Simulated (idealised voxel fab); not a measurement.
Process module, titled voxel wiring stack
Square cell edge 5 nm, section width 275 nm, ID cut.
Cross-section, as written here: a square-cell grid given band by band from the top down, where a band holds one or more rows of cells.
A band entry consists of two parts. The first gives the height of the band's top and the height of its bottom, in nm. The rest lists the band's materials from left to right, each with its width in nm. A single material labelled with the word "edge to edge" fills the band from edge to edge, and the word "blank" marks empty space.
Convention: height 0 is the level below which the wafer, as received, is all one material. The lowest band does not terminate at the bottom but continues downward, represented as "top 0, no bottom".
Per-row width for "30 to 40": begins at first number (top row of band), ends at second number (bottom row), increment between rows held constant.
The cross-section has no changed cell in any step marked "remains unaltered".
Each empty space that has no open way to the top and spans at least 8 cells appears under "Voids, enclosed" as width x height at distance, the distance counted from the left edge, all in nm.
Formally, on a step line, whatever follows the settings is a remark that the simulator itself makes on the step.
Steps that use a mask can have "overlay nm" on their line. It says how far the mask sat to the right of where it was meant to be. Negative means to the left.
List of planned process steps
- 1: RECEIVE | material Si
- 2: CONFORMAL_DEP | material SiO2 | thk nm 10
- 3: DIRECTIONAL_DEP | material TiN | thk nm 5
- 4: DIRECTIONAL_DEP | material Ru | thk nm 20
- 5: DIRECTIONAL_DEP | material aC | thk nm 10
- 6: PATTERN | tone cover | mask id METAL_1 | material resist | width nm 25 | pitch nm 40 | thk nm 25 | overlay nm 0
- 7: DIRECTIONAL_ETCH | etch materials aC | depth nm 10
- 8: STRIP | etch materials resist
- 9: DIRECTIONAL_ETCH | etch materials Ru | depth nm 20
- 10: DIRECTIONAL_ETCH | etch materials TiN | depth nm 5
- 11: STRIP | etch materials aC
- 12: CONFORMAL_DEP | material SiN | thk nm 5
- 13: FILL_DEP | material lowk | thk nm 5
- 14: CMP | height nm 35
- 15: CONFORMAL_DEP | material SiCN | thk nm 5
- 16: DIRECTIONAL_DEP | material lowk | thk nm 20
- 17: PATTERN | tone open | mask id PLUG_1 | material resist | width nm 15 | pitch nm 80 | thk nm 20 | overlay nm 0
- 18: DIRECTIONAL_ETCH | etch materials lowk | depth nm 20
- 19: DIRECTIONAL_ETCH | etch materials SiCN | depth nm 5
- 20: STRIP | etch materials resist
- 21: EPI | material Ru | thk nm 10
- 22: EPI | material Ru | thk nm 10
- 23: EPI | material Ru | thk nm 5
- 24: DIRECTIONAL_DEP | material TiN | thk nm 5
- 25: DIRECTIONAL_DEP | material W | thk nm 25
- 26: DIRECTIONAL_DEP | material aC | thk nm 10
- 27: PATTERN | tone cover | mask id METAL_2 | material resist | width nm 25 | pitch nm 40 | thk nm 30 | overlay nm 0
- 28: DIRECTIONAL_ETCH | etch materials aC | depth nm 10
- 29: STRIP | etch materials resist
- 30: DIRECTIONAL_ETCH | etch materials W | depth nm 25
- 31: DIRECTIONAL_ETCH | etch materials TiN | depth nm 5
- 32: STRIP | etch materials aC
- 33: FILL_DEP | material lowk | thk nm 10
- 34: CMP | height nm 90
- 35: CONFORMAL_DEP | material SiN | thk nm 5
Wafer at receipt (post step 1), cross-section
    top 0, no bottom = Si edge to edge
    Voids, enclosed: none
Same starting wafer, same plan as above, one mistake in the execution; this is the cross-section at the end of the module
    top 95, bottom 90 = SiN edge to edge
    top 90, bottom 85 = 65 nm lowk; 25 nm W; 15 nm lowk; 25 nm W; 15 nm lowk; 25 nm W; 15 nm lowk; 25 nm W; 65 nm lowk
    top 85, bottom 80 = 65 nm lowk; 15 nm W; 10 nm TiN; 15 nm lowk; 25 nm TiN; 15 nm lowk; 15 nm W; 10 nm TiN; 15 nm lowk; 25 nm TiN; 65 nm lowk
    top 80, bottom 65 = 65 nm lowk; 15 nm W; 65 nm lowk; 15 nm W; 115 nm lowk
    top 65, bottom 60 = 65 nm lowk; 15 nm TiN; 65 nm lowk; 15 nm TiN; 115 nm lowk
    top 60, bottom 40 = lowk edge to edge
    top 40, bottom 35 = SiCN edge to edge
    top 35, bottom 15 = 60 nm lowk; 5 nm SiN; 25 nm Ru; 5 nm SiN; 5 nm lowk; 5 nm SiN; 25 nm Ru; 5 nm SiN; 5 nm lowk; 5 nm SiN; 25 nm Ru; 5 nm SiN; 5 nm lowk; 5 nm SiN; 25 nm Ru; 5 nm SiN; 60 nm lowk
    top 15, bottom 10 = 65 nm SiN; 25 nm TiN; 15 nm SiN; 25 nm TiN; 15 nm SiN; 25 nm TiN; 15 nm SiN; 25 nm TiN; 65 nm SiN
    top 10, bottom 0 = SiO2 edge to edge
    top 0, no bottom = Si edge to edge
    Voids, enclosed: none
Diagnosis: step 16, plan: ran twice
